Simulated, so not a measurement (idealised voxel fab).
process module | voxel capacitor over wiring
cross-section cut | 245 nm wide | cells 5 nm
A cross-section is a grid of square cells, given in bands from the top down. A band is one or more rows of cells.
Each band's line starts with the height of the band's top and of its bottom, in nm. Then come its materials from left to right, each with its width in nm. One material with "throughout" fills the band from edge to edge. "air" is empty space.
Height 0 is the level under which the wafer as received is all one material. The lowest band goes on downwards, as in "0 down".
A width such as "30 to 40" changes by the same amount from each row of cells to the next, from the band's top row to its bottom row.
"no change" after a step means that no cell of the cross-section changed.
closed voids: empty space of 8 cells or more with no open way to the top, each as width x height at its distance from the left edge, in nm
after a step's settings: what the simulator itself notes on the step
overlay nm, on a step with a mask: how far to the right of its planned place the mask lay; to the left if negative
plan
1 op RECEIVE | material Si
2 op CONFORMAL_DEP | material SiO2 | thk nm 15
3 op DIRECTIONAL_DEP | material TiN | thk nm 5
4 op DIRECTIONAL_DEP | material W | thk nm 15
5 op MASKED_ETCH | tone cover | mask id METAL_1 | width nm 20 | pitch nm 85 | etch materials W | depth nm 15 | overlay nm 0
6 op MASKED_ETCH | tone cover | mask id METAL_1 | width nm 20 | pitch nm 85 | etch materials TiN | depth nm 5 | overlay nm 0
7 op CONFORMAL_DEP | material SiN | thk nm 5
8 op FILL_DEP | material lowk | thk nm 10
9 op CMP | height nm 35
10 op CONFORMAL_DEP | material SiCN | thk nm 5
11 op DIRECTIONAL_DEP | material lowk | thk nm 20
12 op MASKED_ETCH | tone open | mask id PLUG_1 | width nm 15 | etch materials lowk | depth nm 20 | overlay nm 0
13 op MASKED_ETCH | tone open | mask id PLUG_1 | width nm 15 | etch materials SiCN | depth nm 5 | overlay nm 0
14 op EPI | material Ru | thk nm 10
15 op EPI | material Ru | thk nm 10
16 op EPI | material Ru | thk nm 5
17 op DIRECTIONAL_DEP | material TiN | thk nm 5
18 op DIRECTIONAL_DEP | material Al2O3 | thk nm 5
19 op DIRECTIONAL_DEP | material TiN | thk nm 5
20 op PATTERN | tone cover | mask id UPPER_PLATE | material resist | width nm 70 | thk nm 15 | overlay nm 0
21 op DIRECTIONAL_ETCH | etch materials TiN | depth nm 5
22 op DIRECTIONAL_ETCH | etch materials Al2O3 | depth nm 5
23 op STRIP | etch materials resist
24 op PATTERN | tone cover | mask id LOWER_PLATE | material resist | width nm 80 | thk nm 20 | overlay nm 0
25 op DIRECTIONAL_ETCH | etch materials TiN | depth nm 5
26 op STRIP | etch materials resist
27 op FILL_DEP | material SiO2 | thk nm 20
28 op CMP | height nm 90
29 op MASKED_ETCH | tone open | mask id PLUG_2 | width nm 15 | etch materials SiO2 | depth nm 15 | overlay nm 0
30 op CONFORMAL_DEP | material TiN | thk nm 5
31 op FILL_DEP | material Ru | thk nm 10
32 op CMP | height nm 90
33 op CONFORMAL_DEP | material SiN | thk nm 5
first wafer, as planned
as received, after step 1
  0 down: Si throughout
  closed voids: none
after step 2
  15 to 0: SiO2 throughout
  below 0: unchanged
after step 3
  20 to 15: TiN throughout
  below 15: unchanged
after step 4
  35 to 20: W throughout
  below 20: unchanged
after step 5
  35 to 20: air 70 | W 20 | air 65 | W 20 | air 70
  below 20: unchanged
after step 6
  35 to 20: air 70 | W 20 | air 65 | W 20 | air 70
  20 to 15: air 70 | TiN 20 | air 65 | TiN 20 | air 70
  below 15: unchanged
after step 7
  40 to 35: air 65 | SiN 30 | air 55 | SiN 30 | air 65
  35 to 20: air 65 | SiN 5 | W 20 | SiN 5 | air 55 | SiN 5 | W 20 | SiN 5 | air 65
  20 to 15: SiN 70 | TiN 20 | SiN 65 | TiN 20 | SiN 70
  below 15: unchanged
after step 8
  50 to 40: lowk throughout
  40 to 35: lowk 65 | SiN 30 | lowk 55 | SiN 30 | lowk 65
  35 to 20: lowk 65 | SiN 5 | W 20 | SiN 5 | lowk 55 | SiN 5 | W 20 | SiN 5 | lowk 65
  below 20: unchanged
after step 9
  35 to 20: lowk 65 | SiN 5 | W 20 | SiN 5 | lowk 55 | SiN 5 | W 20 | SiN 5 | lowk 65
  below 20: unchanged
after step 10
  40 to 35: SiCN throughout
  below 35: unchanged
after step 11
  60 to 40: lowk throughout
  below 40: unchanged
after step 12
  60 to 40: lowk 75 | air 15 | lowk 155
  below 40: unchanged
after step 13
  60 to 40: lowk 75 | air 15 | lowk 155
  40 to 35: SiCN 75 | air 15 | SiCN 155
  below 35: unchanged
after step 14
  60 to 45: lowk 75 | air 15 | lowk 155
  45 to 40: lowk 75 | Ru 15 | lowk 155
  40 to 35: SiCN 75 | Ru 15 | SiCN 155
  below 35: unchanged
after step 15
  60 to 55: lowk 75 | air 15 | lowk 155
  55 to 40: lowk 75 | Ru 15 | lowk 155
  below 40: unchanged
after step 16
  60 to 40: lowk 75 | Ru 15 | lowk 155
  below 40: unchanged
after step 17
  65 to 60: TiN throughout
  below 60: unchanged
after step 18
  70 to 65: Al2O3 throughout
  below 65: unchanged
after step 19
  75 to 70: TiN throughout
  below 70: unchanged
after step 20
  90 to 75: air 75 | resist 70 | air 100
  below 75: unchanged
after step 21
  90 to 75: air 75 | resist 70 | air 100
  75 to 70: air 75 | TiN 70 | air 100
  below 70: unchanged
after step 22
  90 to 75: air 75 | resist 70 | air 100
  75 to 70: air 75 | TiN 70 | air 100
  70 to 65: air 75 | Al2O3 70 | air 100
  below 65: unchanged
after step 23
  75 to 70: air 75 | TiN 70 | air 100
  below 70: unchanged
after step 24
  95 to 75: air 70 | resist 80 | air 95
  75 to 70: air 70 | resist 5 | TiN 70 | resist 5 | air 95
  70 to 65: air 70 | resist 5 | Al2O3 70 | resist 5 | air 95
  below 65: unchanged
after step 25
  95 to 75: air 70 | resist 80 | air 95
  75 to 70: air 70 | resist 5 | TiN 70 | resist 5 | air 95
  70 to 65: air 70 | resist 5 | Al2O3 70 | resist 5 | air 95
  65 to 60: air 70 | TiN 80 | air 95
  below 60: unchanged
after step 26
  75 to 70: air 75 | TiN 70 | air 100
  70 to 65: air 75 | Al2O3 70 | air 100
  below 65: unchanged
after step 27
  95 to 75: SiO2 throughout
  75 to 70: SiO2 75 | TiN 70 | SiO2 100
  70 to 65: SiO2 75 | Al2O3 70 | SiO2 100
  65 to 60: SiO2 70 | TiN 80 | SiO2 95
  below 60: unchanged
after step 28
  90 to 75: SiO2 throughout
  below 75: unchanged
after step 29
  90 to 75: SiO2 85 | air 15 | SiO2 145
  below 75: unchanged
after step 30
  95 to 90: TiN 90 | air 5 | TiN 150
  90 to 80: SiO2 85 | TiN 5 | air 5 | TiN 5 | SiO2 145
  80 to 70: SiO2 85 to 75 | TiN 15 to 70 | SiO2 145 to 100
  below 70: unchanged
after step 31
  105 to 95: Ru throughout
  95 to 90: TiN 90 | Ru 5 | TiN 150
  90 to 80: SiO2 85 | TiN 5 | Ru 5 | TiN 5 | SiO2 145
  below 80: unchanged
after step 32
  90 to 80: SiO2 85 | TiN 5 | Ru 5 | TiN 5 | SiO2 145
  below 80: unchanged
after step 33
  95 to 90: SiN throughout
  below 90: unchanged
second wafer: like start, like plan, one mistake. Through step 11 it matches the first wafer
when step 12 should have ended
  60 to 50: lowk 75 | air 15 | lowk 155
  below 50: unchanged
when step 13 should have ended: no change
when step 14 should have ended: no change
when step 15 should have ended: no change
when step 16 should have ended: no change
when step 17 should have ended
  65 to 60: TiN 75 | air 15 | TiN 155
  60 to 55: lowk 75 | air 15 | lowk 155
  55 to 50: lowk 75 | TiN 15 | lowk 155
  below 50: unchanged
when step 18 should have ended
  70 to 65: Al2O3 75 | air 15 | Al2O3 155
  65 to 60: TiN 75 | air 15 | TiN 155
  60 to 55: lowk 75 | Al2O3 15 | lowk 155
  below 55: unchanged
when step 19 should have ended
  75 to 70: TiN 75 | air 15 | TiN 155
  70 to 65: Al2O3 75 | air 15 | Al2O3 155
  65 to 60: TiN throughout
  below 60: unchanged
when step 20 should have ended
  90 to 75: air 75 | resist 70 | air 100
  75 to 70: TiN 75 | resist 15 | TiN 155
  70 to 65: Al2O3 75 | resist 15 | Al2O3 155
  below 65: unchanged
when step 21 should have ended
  90 to 75: air 75 | resist 70 | air 100
  75 to 70: air 75 | resist 15 | TiN 55 | air 100
  below 70: unchanged
when step 22 should have ended
  90 to 75: air 75 | resist 70 | air 100
  75 to 70: air 75 | resist 15 | TiN 55 | air 100
  70 to 65: air 75 | resist 15 | Al2O3 55 | air 100
  below 65: unchanged
when step 23 should have ended
  75 to 70: air 90 | TiN 55 | air 100
  70 to 65: air 90 | Al2O3 55 | air 100
  below 65: unchanged
when step 24 should have ended
  95 to 75: air 70 | resist 80 | air 95
  75 to 70: air 70 | resist 20 | TiN 55 | resist 5 | air 95
  70 to 65: air 70 | resist 20 | Al2O3 55 | resist 5 | air 95
  below 65: unchanged
when step 25 should have ended
  95 to 75: air 70 | resist 80 | air 95
  75 to 70: air 70 | resist 20 | TiN 55 | resist 5 | air 95
  70 to 65: air 70 | resist 20 | Al2O3 55 | resist 5 | air 95
  65 to 60: air 70 | TiN 80 | air 95
  below 60: unchanged
when step 26 should have ended
  75 to 70: air 90 | TiN 55 | air 100
  70 to 65: air 90 | Al2O3 55 | air 100
  below 65: unchanged
when step 27 should have ended
  95 to 75: SiO2 throughout
  75 to 70: SiO2 90 | TiN 55 | SiO2 100
  70 to 65: SiO2 90 | Al2O3 55 | SiO2 100
  65 to 60: SiO2 70 | TiN 80 | SiO2 95
  below 60: unchanged
when step 28 should have ended
  90 to 75: SiO2 throughout
  below 75: unchanged
when step 29 should have ended
  90 to 75: SiO2 85 | air 15 | SiO2 145
  below 75: unchanged
when step 30 should have ended
  95 to 90: TiN 90 | air 5 | TiN 150
  90 to 80: SiO2 85 | TiN 5 | air 5 | TiN 5 | SiO2 145
  80 to 70: SiO2 85 to 90 | TiN 15 to 55 | SiO2 145 to 100
  below 70: unchanged
when step 31 should have ended
  105 to 95: Ru throughout
  95 to 90: TiN 90 | Ru 5 | TiN 150
  90 to 80: SiO2 85 | TiN 5 | Ru 5 | TiN 5 | SiO2 145
  below 80: unchanged
when step 32 should have ended
  90 to 80: SiO2 85 | TiN 5 | Ru 5 | TiN 5 | SiO2 145
  below 80: unchanged
when step 33 should have ended
  95 to 90: SiN throughout
  below 90: unchanged
what went wrong: step 12 ran as: op MASKED_ETCH | tone open | mask id PLUG_1 | width nm 15 | etch materials lowk | depth nm 10 | overlay nm 0
at the end the second wafer has, in cells: 15 fewer of Ru | 3 more of SiCN | 6 more of SiO2 | 6 more of lowk
